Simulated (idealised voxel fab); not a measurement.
process module | voxel released beams
cross-section cut | 250 nm wide | cells 5 nm
A cross-section is a grid of square cells, given in bands from the top down. A band is one or more rows of cells.
Each band's line starts with the height of the band's top and of its bottom, in nm. Then come its materials from left to right, each with its width in nm. One material with "throughout" fills the band from edge to edge. "air" is empty space.
Height 0 is the level under which the wafer as received is all one material. The lowest band goes on downwards, as in "0 down".
A width such as "30 to 40" changes by the same amount from each row of cells to the next, from the band's top row to its bottom row.
"no change" after a step means that no cell of the cross-section changed.
closed voids: empty space of 8 cells or more with no open way to the top, each as width x height at its distance from the left edge, in nm
after a step's settings: what the simulator itself notes on the step
overlay nm, on a step with a mask: how far to the right of its planned place the mask lay; to the left if negative
plan
1 op RECEIVE | material Si
2 op CONFORMAL_DEP | material SiN | thk nm 5
3 op DIRECTIONAL_DEP | material SiO2 | thk nm 20
4 op PATTERN | tone open | mask id ANCHOR | material resist | width nm 45 | thk nm 15 | overlay nm 0
5 op DIRECTIONAL_ETCH | etch materials SiO2 | depth nm 20
6 op STRIP | etch materials resist
7 op CONFORMAL_DEP | material TiN | thk nm 15
8 op MASKED_ETCH | tone cover | mask id BEAM | width nm 130 | etch materials TiN | depth nm 15 | overlay nm 0
9 op STRIP | etch materials SiO2
first wafer, as planned
as received, after step 1
  0 down: Si throughout
  closed voids: none
after step 2
  5 to 0: SiN throughout
  below 0: unchanged
after step 3
  25 to 5: SiO2 throughout
  below 5: unchanged
after step 4
  40 to 25: resist 60 | air 45 | resist 145
  below 25: unchanged
after step 5
  40 to 25: resist 60 | air 45 | resist 145
  25 to 5: SiO2 60 | air 45 | SiO2 145
  below 5: unchanged
after step 6
  25 to 5: SiO2 60 | air 45 | SiO2 145
  below 5: unchanged
after step 7
  40 to 25: TiN 75 | air 15 | TiN 160
  25 to 20: SiO2 60 | TiN 15 | air 15 | TiN 15 | SiO2 145
  20 to 5: SiO2 60 | TiN 45 | SiO2 145
  below 5: unchanged
after step 8
  40 to 25: air 55 | TiN 20 | air 15 | TiN 95 | air 65
  below 25: unchanged
after step 9
  40 to 25: air 55 | TiN 20 | air 15 | TiN 95 | air 65
  25 to 20: air 60 | TiN 15 | air 15 | TiN 15 | air 145
  20 to 5: air 60 | TiN 45 | air 145
  below 5: unchanged
second wafer: like start, like plan, one mistake. Through step 7 it matches the first wafer
when step 8 should have ended
  40 to 25: air 50 | TiN 25 | air 15 | TiN 100 | air 60
  below 25: unchanged
when step 9 should have ended
  40 to 25: air 50 | TiN 25 | air 15 | TiN 100 | air 60
  25 to 20: air 60 | TiN 15 | air 15 | TiN 15 | air 145
  20 to 5: air 60 | TiN 45 | air 145
  below 5: unchanged
what went wrong: step 8 ran as: op MASKED_ETCH | tone cover | mask id BEAM | width nm 140 | etch materials TiN | depth nm 15 | overlay nm 0
at the end the second wafer has, in cells: 6 more of TiN
